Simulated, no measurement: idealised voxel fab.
You're looking at the process module voxel ribs on slabs.
285 nm wide, 5 nm square cells: that's cross-section cut.
We lay out every cross-section as a grid of square cells and spell it out in bands from the top down, where one band means one or more rows of cells.
The band entry comprises the height of the band's top followed by the height of its bottom, expressed in nm, and subsequently the band's materials from left to right, each stated together with its width in nm. Where a single material is marked with the word "throughout", that material fills the band from edge to edge. The word "empty" represents empty space.
We count height from 0. Below that, the starting wafer is all one material. The lowest band never ends at the bottom but goes on down; see "top 0, no bottom" for how that is written.
Width: "30->40" (first number = top row, second number = bottom row, same change from row to row of cells).
"remains unaltered" for a step: no cell of the cross-section changed in that step.
The entry titled "Unvented cavities" provides the empty spaces that have no open way to the top, restricted to those of 8 cells or more. Each is presented as width x height at distance, the distance being measured from the left edge, with all three in nm.
Read whatever lies past the settings on a step's line as the simulator's own remark about the step.
A step's line can hold "overlay nm"; with a mask on that step, the setting says how far right of the planned place the mask lay, while a negative setting says it lay to the left.

# Here's what the planned process steps look like
step 1: RECEIVE, material Si
step 2: DIRECTIONAL_DEP, material SiO2, thk nm 20
step 3: DIRECTIONAL_DEP, material SiN, thk nm 15
step 4: MASKED_ETCH, tone cover, mask id RIB, width nm 20, etch materials SiN, depth nm 10, overlay nm 0
step 5: PATTERN, tone cover, mask id SLAB, material resist, width nm 60, thk nm 20, overlay nm 0
step 6: DIRECTIONAL_ETCH, etch materials SiN, depth nm 10
step 7: STRIP, etch materials resist
step 8: FILL_DEP, material SiO2, thk nm 20
step 9: CMP, height nm 55
step 10: DIRECTIONAL_DEP, material W, thk nm 10
step 11: MASKED_ETCH, tone cover, mask id HEATER, width nm 30, etch materials W, depth nm 10, overlay nm 0
step 12: CONFORMAL_DEP, material SiO2, thk nm 10
All wafers enter the flow in the same state. The thk nm at step 3 differs from wafer to wafer, and the plan gives the value for the first wafer.

# Received wafers, first of several: cross-section after step 1
	top 0, no bottom = Si throughout
	Unvented cavities: none

# First wafer of several, cross-section, module end, after step 12 (last)
	top 75, bottom 65 = 115 of empty / 50 of SiO2 / 120 of empty
	top 65, bottom 55 = 125 of SiO2 / 30 of W / 130 of SiO2
	top 55, bottom 35 = SiO2 throughout
	top 35, bottom 25 = 130 of SiO2 / 20 of SiN / 135 of SiO2
	top 25, bottom 20 = 110 of SiO2 / 60 of SiN / 115 of SiO2
	top 20, bottom 0 = SiO2 throughout
	top 0, no bottom = Si throughout
	Unvented cavities: none

# Cross-sectional view, end of module, last wafer of several
	top 75, bottom 65 = 115 of empty / 50 of SiO2 / 120 of empty
	top 65, bottom 55 = 125 of SiO2 / 30 of W / 130 of SiO2
	top 55, bottom 45 = 130 of SiO2 / 20 of SiN / 135 of SiO2
	top 45, bottom 35 = 110 of SiO2 / 60 of SiN / 115 of SiO2
	top 35, bottom 20 = SiN throughout
	top 20, bottom 0 = SiO2 throughout
	top 0, no bottom = Si throughout
	Unvented cavities: none

# For your reference, the table is organized with a row per wafer; each row reflects the wafer at the end of the module, indicating for each material the cells gained (+) or lost (-) since receipt, and thereafter its closed voids
thk nm 15; +20 SiN; +729 SiO2; +12 W; Unvented cavities: none
thk nm 20; +32 SiN; +717 SiO2; +12 W; Unvented cavities: none
thk nm 25; +89 SiN; +660 SiO2; +12 W; Unvented cavities: none
thk nm 30; +146 SiN; +603 SiO2; +12 W; Unvented cavities: none
thk nm 35; +203 SiN; +546 SiO2; +12 W; Unvented cavities: none
